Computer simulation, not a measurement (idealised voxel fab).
Herein follows the process module entitled voxel ribs on slabs.
Square cell edge 5 nm, section width 195 nm, ID cut.
When this document writes out a cross-section, it uses a grid of square cells and lists it as bands, beginning at the top and moving down, with a band standing for one or more rows of cells.
Each band's line starts with the height of the band's top and of its bottom, in nm. Then come its materials from left to right, each with its width in nm. One material with "full width" fills the band from edge to edge. "empty" is empty space.
Height is counted from the level 0, under which the received wafer is composed throughout of one material. The lowest of the bands is not closed at the bottom but continues downward, in the notation "top 0, no bottom".
Note: "30->40" means the width goes from the first number (top row of the band) to the second number (bottom row) in equal steps per row of cells.
When a step is marked "remained unchanged", none of the cells in the cross-section changed during that step.
Under "Completely enclosed voids" you'll find the enclosed gaps, the ones with no way out to the top, that are 8 cells or bigger; each reads width x height at distance, with distance counted from the left edge, everything in nm.
Anything after a step's settings on that line? It's the simulator's own note about the step.
"overlay nm" on a masked step: distance the mask lay right of its planned place, negative for left.
### So here's the lineup of process steps we planned
1. RECEIVE (material Si)
2. DIRECTIONAL_DEP (material SiO2; thk nm 20)
3. DIRECTIONAL_DEP (material SiN; thk nm 20)
4. PATTERN (tone cover; mask id RIB; material resist; width nm 30; thk nm 20; overlay nm 0)
5. DIRECTIONAL_ETCH (etch materials SiN; depth nm 10)
6. STRIP (etch materials resist)
7. PATTERN (tone cover; mask id SLAB; material resist; width nm 60; thk nm 15; overlay nm 0)
8. DIRECTIONAL_ETCH (etch materials SiN; depth nm 10)
9. STRIP (etch materials resist)
10. FILL_DEP (material SiO2; thk nm 25)
11. CMP (height nm 55)
12. DIRECTIONAL_DEP (material W; thk nm 5)
13. PATTERN (tone cover; mask id HEATER; material resist; width nm 40; thk nm 20; overlay nm 0)
14. DIRECTIONAL_ETCH (etch materials W; depth nm 5)
15. STRIP (etch materials resist)
16. CONFORMAL_DEP (material SiN; thk nm 5)
### The first of a set of two wafers, run to plan
### Wafer cross-section on receipt, i.e. after step 1
* top 0, no bottom  Si full width
* Completely enclosed voids: none
### So this is the wafer cross-section right after step 2
* top 20, bottom 0  SiO2 full width
* below 0: unchanged
### So this is the wafer cross-section right after step 3
* top 40, bottom 20  SiN full width
* below 20: unchanged
### So this is the wafer cross-section right after step 4
* top 60, bottom 40  80 nm empty; 30 nm resist; 85 nm empty
* below 40: unchanged
### So this is the wafer cross-section right after step 5
* top 60, bottom 40  80 nm empty; 30 nm resist; 85 nm empty
* top 40, bottom 30  80 nm empty; 30 nm SiN; 85 nm empty
* below 30: unchanged
### So this is the wafer cross-section right after step 6
* top 40, bottom 30  80 nm empty; 30 nm SiN; 85 nm empty
* below 30: unchanged
### So this is the wafer cross-section right after step 7
* top 55, bottom 40  65 nm empty; 60 nm resist; 70 nm empty
* top 40, bottom 30  65 nm empty; 15 nm resist; 30 nm SiN; 15 nm resist; 70 nm empty
* below 30: unchanged
### So this is the wafer cross-section right after step 8
* top 55, bottom 40  65 nm empty; 60 nm resist; 70 nm empty
* top 40, bottom 30  65 nm empty; 15 nm resist; 30 nm SiN; 15 nm resist; 70 nm empty
* top 30, bottom 20  65 nm empty; 60 nm SiN; 70 nm empty
* below 20: unchanged
### So this is the wafer cross-section right after step 9
* top 40, bottom 30  80 nm empty; 30 nm SiN; 85 nm empty
* below 30: unchanged
### So this is the wafer cross-section right after step 10
* top 65, bottom 40  SiO2 full width
* top 40, bottom 30  80 nm SiO2; 30 nm SiN; 85 nm SiO2
* top 30, bottom 20  65 nm SiO2; 60 nm SiN; 70 nm SiO2
* below 20: unchanged
### So this is the wafer cross-section right after step 11
* top 55, bottom 40  SiO2 full width
* below 40: unchanged
### So this is the wafer cross-section right after step 12
* top 60, bottom 55  W full width
* below 55: unchanged
### So this is the wafer cross-section right after step 13
* top 80, bottom 60  75 nm empty; 40 nm resist; 80 nm empty
* below 60: unchanged
### So this is the wafer cross-section right after step 14
* top 80, bottom 60  75 nm empty; 40 nm resist; 80 nm empty
* top 60, bottom 55  75 nm empty; 40 nm W; 80 nm empty
* below 55: unchanged
### So this is the wafer cross-section right after step 15
* top 60, bottom 55  75 nm empty; 40 nm W; 80 nm empty
* below 55: unchanged
### So this is the wafer cross-section right after step 16
* top 65, bottom 60  70 nm empty; 50 nm SiN; 75 nm empty
* top 60, bottom 55  75 nm SiN; 40 nm W; 80 nm SiN
* below 55: unchanged
### It is to be noted that the second wafer proceeded from the same initial state and according to the same plan as the first, although one mistake was committed in its execution; through step 12, inclusive, the two wafers share an identical history
### Cross-section, second wafer, at the end time the plan gives for step 13
* top 80, bottom 60  75 nm resist; 40 nm empty; 80 nm resist
* below 60: unchanged
### Cross-section, second wafer, at the end time the plan gives for step 14
* top 80, bottom 60  75 nm resist; 40 nm empty; 80 nm resist
* top 60, bottom 55  75 nm W; 40 nm empty; 80 nm W
* below 55: unchanged
### Cross-section, second wafer, at the end time the plan gives for step 15
* top 60, bottom 55  75 nm W; 40 nm empty; 80 nm W
* below 55: unchanged
### Cross-section, second wafer, at the end time the plan gives for step 16
* top 65, bottom 60  80 nm SiN; 30 nm empty; 85 nm SiN
* top 60, bottom 55  75 nm W; 40 nm SiN; 80 nm W
* below 55: unchanged
Processing error: heads up, step 13 didn't go per plan, it actually ran as PATTERN (tone open; mask id HEATER; material resist; width nm 40; thk nm 20; overlay nm 0)
At the finish, the second wafer shows more or fewer cells for some materials than the first does: W: 23 more
